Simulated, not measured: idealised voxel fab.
Herein follows the process module entitled voxel self aligned contacts.
Shown is cross-section cut, with a width of 260 nm and square cells of size 5 nm.
Bands, listed from the top down, are how a cross-section gets written in this document; the cross-section itself is a grid of square cells, and a band is one or more rows of them. Top, bottom (nm), then materials left to right with widths (nm); lone material tagged "everywhere" fills the whole band edge to edge; "air" = empty space. Heights are measured from 0, the level below which the as-received wafer is all one material; the lowest band has no bottom and continues downward, written as in "0 -> down". Per-row width for "30..40": begins at first number (top row of band), ends at second number (bottom row), increment between rows held constant. "left unchanged" for a step: no cell of the cross-section changed in that step. The entry titled "Closed-off voids" provides the empty spaces that have no open way to the top, restricted to those of 8 cells or more. Each is presented as width x height at distance, the distance being measured from the left edge, with all three in nm. Note: text after step settings on the step line = simulator remark on that step. overlay nm, on a step with a mask: how far to the right of its planned place the mask lay; to the left if negative.

-- Process steps foreseen in the plan
1. RECEIVE (material Si)
2. OXIDIZE (depth nm 5)
3. DIRECTIONAL_DEP (material polySi; thk nm 25)
4. DIRECTIONAL_DEP (material SiN; thk nm 25)
5. MASKED_ETCH (tone cover; mask id GATE; width nm 30; pitch nm 75; etch materials SiN; depth nm 25; overlay nm 0)
6. MASKED_ETCH (tone cover; mask id GATE; width nm 30; pitch nm 75; etch materials polySi; depth nm 25; overlay nm 0)
7. CONFORMAL_DEP (material SiN; thk nm 10)
8. DIRECTIONAL_ETCH (etch materials SiN; depth nm 10)
9. FILL_DEP (material SiO2; thk nm 15)
10. CMP (height nm 60)
11. DIRECTIONAL_DEP (material aC; thk nm 10)
12. PATTERN (tone open; mask id CONTACT; material resist; width nm 55; pitch nm 75; thk nm 30; overlay nm 0)
13. DIRECTIONAL_ETCH (etch materials aC; depth nm 10)
14. STRIP (etch materials resist)
15. DIRECTIONAL_ETCH (etch materials SiO2; depth nm 65)
16. STRIP (etch materials aC)
17. CONFORMAL_DEP (material TiN; thk nm 5)
18. FILL_DEP (material Ru; thk nm 10)
19. CMP (height nm 60)
20. CONFORMAL_DEP (material SiCN; thk nm 5)

-- On the first of the two wafers: run conducted according to plan

-- Incoming wafer in cross-section (state: after step 1)
	0 -> down  Si everywhere
	Closed-off voids: none

-- Wafer section view after processing step 2
	0 -> -5  SiO2 everywhere
	Nothing below the height -5 has changed.

-- Wafer section view after processing step 3
	25 -> 0  polySi everywhere
	Nothing below the height 0 has changed.

-- Wafer section view after processing step 4
	50 -> 25  SiN everywhere
	Nothing below the height 25 has changed.

-- Wafer section view after processing step 5
	50 -> 25  40 air, then 30 SiN, then 45 air, then 30 SiN, then 45 air, then 30 SiN, then 40 air
	Nothing below the height 25 has changed.

-- Wafer section view after processing step 6
	50 -> 25  40 air, then 30 SiN, then 45 air, then 30 SiN, then 45 air, then 30 SiN, then 40 air
	25 -> 0  40 air, then 30 polySi, then 45 air, then 30 polySi, then 45 air, then 30 polySi, then 40 air
	Nothing below the height 0 has changed.

-- Wafer section view after processing step 7
	60 -> 25  30 air, then 50 SiN, then 25 air, then 50 SiN, then 25 air, then 50 SiN, then 30 air
	25 -> 10  30 air, then 10 SiN, then 30 polySi, then 10 SiN, then 25 air, then 10 SiN, then 30 polySi, then 10 SiN, then 25 air, then 10 SiN, then 30 polySi, then 10 SiN, then 30 air
	10 -> 0  40 SiN, then 30 polySi, then 45 SiN, then 30 polySi, then 45 SiN, then 30 polySi, then 40 SiN
	Nothing below the height 0 has changed.

-- Wafer section view after processing step 8
	50 -> 25  30 air, then 50 SiN, then 25 air, then 50 SiN, then 25 air, then 50 SiN, then 30 air
	25 -> 0  30 air, then 10 SiN, then 30 polySi, then 10 SiN, then 25 air, then 10 SiN, then 30 polySi, then 10 SiN, then 25 air, then 10 SiN, then 30 polySi, then 10 SiN, then 30 air
	Nothing below the height 0 has changed.

-- Wafer section view after processing step 9
	65 -> 50  SiO2 everywhere
	50 -> 25  30 SiO2, then 50 SiN, then 25 SiO2, then 50 SiN, then 25 SiO2, then 50 SiN, then 30 SiO2
	25 -> 0  30 SiO2, then 10 SiN, then 30 polySi, then 10 SiN, then 25 SiO2, then 10 SiN, then 30 polySi, then 10 SiN, then 25 SiO2, then 10 SiN, then 30 polySi, then 10 SiN, then 30 SiO2
	Nothing below the height 0 has changed.

-- Wafer section view after processing step 10
	60 -> 50  SiO2 everywhere
	Nothing below the height 50 has changed.

-- Wafer section view after processing step 11
	70 -> 60  aC everywhere
	Nothing below the height 60 has changed.

-- Wafer section view after processing step 12
	100 -> 70  65 resist, then 55 air, then 20 resist, then 55 air, then 65 resist
	Nothing below the height 70 has changed.

-- Wafer section view after processing step 13
	90 -> 70  65 resist, then 55 air, then 20 resist, then 55 air, then 65 resist
	70 -> 60  65 aC, then 55 air, then 20 aC, then 55 air, then 65 aC
	Nothing below the height 60 has changed.

-- Wafer section view after processing step 14
	70 -> 60  65 aC, then 55 air, then 20 aC, then 55 air, then 65 aC
	Nothing below the height 60 has changed.

-- Wafer section view after processing step 15
	70 -> 60  65 aC, then 55 air, then 20 aC, then 55 air, then 65 aC
	60 -> 50  65 SiO2, then 55 air, then 20 SiO2, then 55 air, then 65 SiO2
	50 -> 25  30 SiO2, then 50 SiN, then 25 air, then 50 SiN, then 25 air, then 50 SiN, then 30 SiO2
	25 -> 0  30 SiO2, then 10 SiN, then 30 polySi, then 10 SiN, then 25 air, then 10 SiN, then 30 polySi, then 10 SiN, then 25 air, then 10 SiN, then 30 polySi, then 10 SiN, then 30 SiO2
	0 -> -5  80 SiO2, then 25 air, then 50 SiO2, then 25 air, then 80 SiO2
	Nothing below the height -5 has changed.

-- Wafer section view after processing step 16
	60 -> 50  65 SiO2, then 55 air, then 20 SiO2, then 55 air, then 65 SiO2
	Nothing below the height 50 has changed.

-- Wafer section view after processing step 17
	65 -> 60  70 TiN, then 45 air, then 30 TiN, then 45 air, then 70 TiN
	60 -> 50  65 SiO2, then 5..20 TiN, then 45..15 air, then 5..20 TiN, then 20 SiO2, then 5..20 TiN, then 45..15 air, then 5..20 TiN, then 65 SiO2
	50 -> 25  30 SiO2, then 50 SiN, then 5 TiN, then 15 air, then 5 TiN, then 50 SiN, then 5 TiN, then 15 air, then 5 TiN, then 50 SiN, then 30 SiO2
	25 -> 0  30 SiO2, then 10 SiN, then 30 polySi, then 10 SiN, then 5 TiN, then 15 air, then 5 TiN, then 10 SiN, then 30 polySi, then 10 SiN, then 5 TiN, then 15 air, then 5 TiN, then 10 SiN, then 30 polySi, then 10 SiN, then 30 SiO2
	0 -> -5  80 SiO2, then 25 TiN, then 50 SiO2, then 25 TiN, then 80 SiO2
	Nothing below the height -5 has changed.

-- Wafer section view after processing step 18
	75 -> 65  Ru everywhere
	65 -> 60  70 TiN, then 45 Ru, then 30 TiN, then 45 Ru, then 70 TiN
	60 -> 50  65 SiO2, then 5..20 TiN, then 45..15 Ru, then 5..20 TiN, then 20 SiO2, then 5..20 TiN, then 45..15 Ru, then 5..20 TiN, then 65 SiO2
	50 -> 25  30 SiO2, then 50 SiN, then 5 TiN, then 15 Ru, then 5 TiN, then 50 SiN, then 5 TiN, then 15 Ru, then 5 TiN, then 50 SiN, then 30 SiO2
	25 -> 0  30 SiO2, then 10 SiN, then 30 polySi, then 10 SiN, then 5 TiN, then 15 Ru, then 5 TiN, then 10 SiN, then 30 polySi, then 10 SiN, then 5 TiN, then 15 Ru, then 5 TiN, then 10 SiN, then 30 polySi, then 10 SiN, then 30 SiO2
	Nothing below the height 0 has changed.

-- Wafer section view after processing step 19
	60 -> 50  65 SiO2, then 5..20 TiN, then 45..15 Ru, then 5..20 TiN, then 20 SiO2, then 5..20 TiN, then 45..15 Ru, then 5..20 TiN, then 65 SiO2
	Nothing below the height 50 has changed.

-- Wafer section view after processing step 20
	65 -> 60  SiCN everywhere
	Nothing below the height 60 has changed.

-- Okay, second wafer. Nothing different at the start, nothing different in the plan, just one mistake somewhere in the running. As far as step 4, counting that step, it's the first wafer all over again

-- Cross-section: second wafer, time at which step 5 was scheduled to end
	50 -> 25  40 air, then 35 SiN, then 40 air, then 35 SiN, then 40 air, then 35 SiN, then 35 air
	Nothing below the height 25 has changed.

-- Cross-section: second wafer, time at which step 6 was scheduled to end
	50 -> 25  40 air, then 35 SiN, then 40 air, then 35 SiN, then 40 air, then 35 SiN, then 35 air
	25 -> 0  40 air, then 35 polySi, then 40 air, then 35 polySi, then 40 air, then 35 polySi, then 35 air
	Nothing below the height 0 has changed.

-- Cross-section: second wafer, time at which step 7 was scheduled to end
	60 -> 25  30 air, then 55 SiN, then 20 air, then 55 SiN, then 20 air, then 55 SiN, then 25 air
	25 -> 10  30 air, then 10 SiN, then 35 polySi, then 10 SiN, then 20 air, then 10 SiN, then 35 polySi, then 10 SiN, then 20 air, then 10 SiN, then 35 polySi, then 10 SiN, then 25 air
	10 -> 0  40 SiN, then 35 polySi, then 40 SiN, then 35 polySi, then 40 SiN, then 35 polySi, then 35 SiN
	Nothing below the height 0 has changed.

-- Cross-section: second wafer, time at which step 8 was scheduled to end
	50 -> 25  30 air, then 55 SiN, then 20 air, then 55 SiN, then 20 air, then 55 SiN, then 25 air
	25 -> 0  30 air, then 10 SiN, then 35 polySi, then 10 SiN, then 20 air, then 10 SiN, then 35 polySi, then 10 SiN, then 20 air, then 10 SiN, then 35 polySi, then 10 SiN, then 25 air
	Nothing below the height 0 has changed.

-- Cross-section: second wafer, time at which step 9 was scheduled to end
	65 -> 50  SiO2 everywhere
	50 -> 25  30 SiO2, then 55 SiN, then 20 SiO2, then 55 SiN, then 20 SiO2, then 55 SiN, then 25 SiO2
	25 -> 0  30 SiO2, then 10 SiN, then 35 polySi, then 10 SiN, then 20 SiO2, then 10 SiN, then 35 polySi, then 10 SiN, then 20 SiO2, then 10 SiN, then 35 polySi, then 10 SiN, then 25 SiO2
	Nothing below the height 0 has changed.

-- Cross-section: second wafer, time at which step 10 was scheduled to end
	60 -> 50  SiO2 everywhere
	Nothing below the height 50 has changed.

-- Cross-section: second wafer, time at which step 11 was scheduled to end
	70 -> 60  aC everywhere
	Nothing below the height 60 has changed.

-- Cross-section: second wafer, time at which step 12 was scheduled to end
	100 -> 70  65 resist, then 55 air, then 20 resist, then 55 air, then 65 resist
	Nothing below the height 70 has changed.

-- Cross-section: second wafer, time at which step 13 was scheduled to end
	90 -> 70  65 resist, then 55 air, then 20 resist, then 55 air, then 65 resist
	70 -> 60  65 aC, then 55 air, then 20 aC, then 55 air, then 65 aC
	Nothing below the height 60 has changed.

-- Cross-section: second wafer, time at which step 14 was scheduled to end
	70 -> 60  65 aC, then 55 air, then 20 aC, then 55 air, then 65 aC
	Nothing below the height 60 has changed.

-- Cross-section: second wafer, time at which step 15 was scheduled to end
	70 -> 60  65 aC, then 55 air, then 20 aC, then 55 air, then 65 aC
	60 -> 50  65 SiO2, then 55 air, then 20 SiO2, then 55 air, then 65 SiO2
	50 -> 25  30 SiO2, then 55 SiN, then 20 air, then 55 SiN, then 20 air, then 55 SiN, then 25 SiO2
	25 -> 0  30 SiO2, then 10 SiN, then 35 polySi, then 10 SiN, then 20 air, then 10 SiN, then 35 polySi, then 10 SiN, then 20 air, then 10 SiN, then 35 polySi, then 10 SiN, then 25 SiO2
	0 -> -5  85 SiO2, then 20 air, then 55 SiO2, then 20 air, then 80 SiO2
	Nothing below the height -5 has changed.

-- Cross-section: second wafer, time at which step 16 was scheduled to end
	60 -> 50  65 SiO2, then 55 air, then 20 SiO2, then 55 air, then 65 SiO2
	Nothing below the height 50 has changed.

-- Cross-section: second wafer, time at which step 17 was scheduled to end
	65 -> 60  70 TiN, then 45 air, then 30 TiN, then 45 air, then 70 TiN
	60 -> 50  65 SiO2, then 5..25 TiN, then 45..10 air, then 5..20 TiN, then 20 SiO2, then 5..25 TiN, then 45..10 air, then 5..20 TiN, then 65 SiO2
	50 -> 25  30 SiO2, then 55 SiN, then 5 TiN, then 10 air, then 5 TiN, then 55 SiN, then 5 TiN, then 10 air, then 5 TiN, then 55 SiN, then 25 SiO2
	25 -> 0  30 SiO2, then 10 SiN, then 35 polySi, then 10 SiN, then 5 TiN, then 10 air, then 5 TiN, then 10 SiN, then 35 polySi, then 10 SiN, then 5 TiN, then 10 air, then 5 TiN, then 10 SiN, then 35 polySi, then 10 SiN, then 25 SiO2
	0 -> -5  85 SiO2, then 20 TiN, then 55 SiO2, then 20 TiN, then 80 SiO2
	Nothing below the height -5 has changed.

-- Cross-section: second wafer, time at which step 18 was scheduled to end
	75 -> 65  Ru everywhere
	65 -> 60  70 TiN, then 45 Ru, then 30 TiN, then 45 Ru, then 70 TiN
	60 -> 50  65 SiO2, then 5..25 TiN, then 45..10 Ru, then 5..20 TiN, then 20 SiO2, then 5..25 TiN, then 45..10 Ru, then 5..20 TiN, then 65 SiO2
	50 -> 25  30 SiO2, then 55 SiN, then 5 TiN, then 10 Ru, then 5 TiN, then 55 SiN, then 5 TiN, then 10 Ru, then 5 TiN, then 55 SiN, then 25 SiO2
	25 -> 0  30 SiO2, then 10 SiN, then 35 polySi, then 10 SiN, then 5 TiN, then 10 Ru, then 5 TiN, then 10 SiN, then 35 polySi, then 10 SiN, then 5 TiN, then 10 Ru, then 5 TiN, then 10 SiN, then 35 polySi, then 10 SiN, then 25 SiO2
	Nothing below the height 0 has changed.

-- Cross-section: second wafer, time at which step 19 was scheduled to end
	60 -> 50  65 SiO2, then 5..25 TiN, then 45..10 Ru, then 5..20 TiN, then 20 SiO2, then 5..25 TiN, then 45..10 Ru, then 5..20 TiN, then 65 SiO2
	Nothing below the height 50 has changed.

-- Cross-section: second wafer, time at which step 20 was scheduled to end
	65 -> 60  SiCN everywhere
	Nothing below the height 60 has changed.
The mistake made against the process plan was this: step 5 ran with different settings than intended, the actual operation and settings being MASKED_ETCH (tone cover; mask id GATE; width nm 35; pitch nm 75; etch materials SiN; depth nm 25; overlay nm 0)
In the final state, the cell counts of the second wafer exceed or fall short of those of the first for the following materials: Ru: 22 fewer, SiN: 15 more, SiO2: 8 fewer, polySi: 15 more
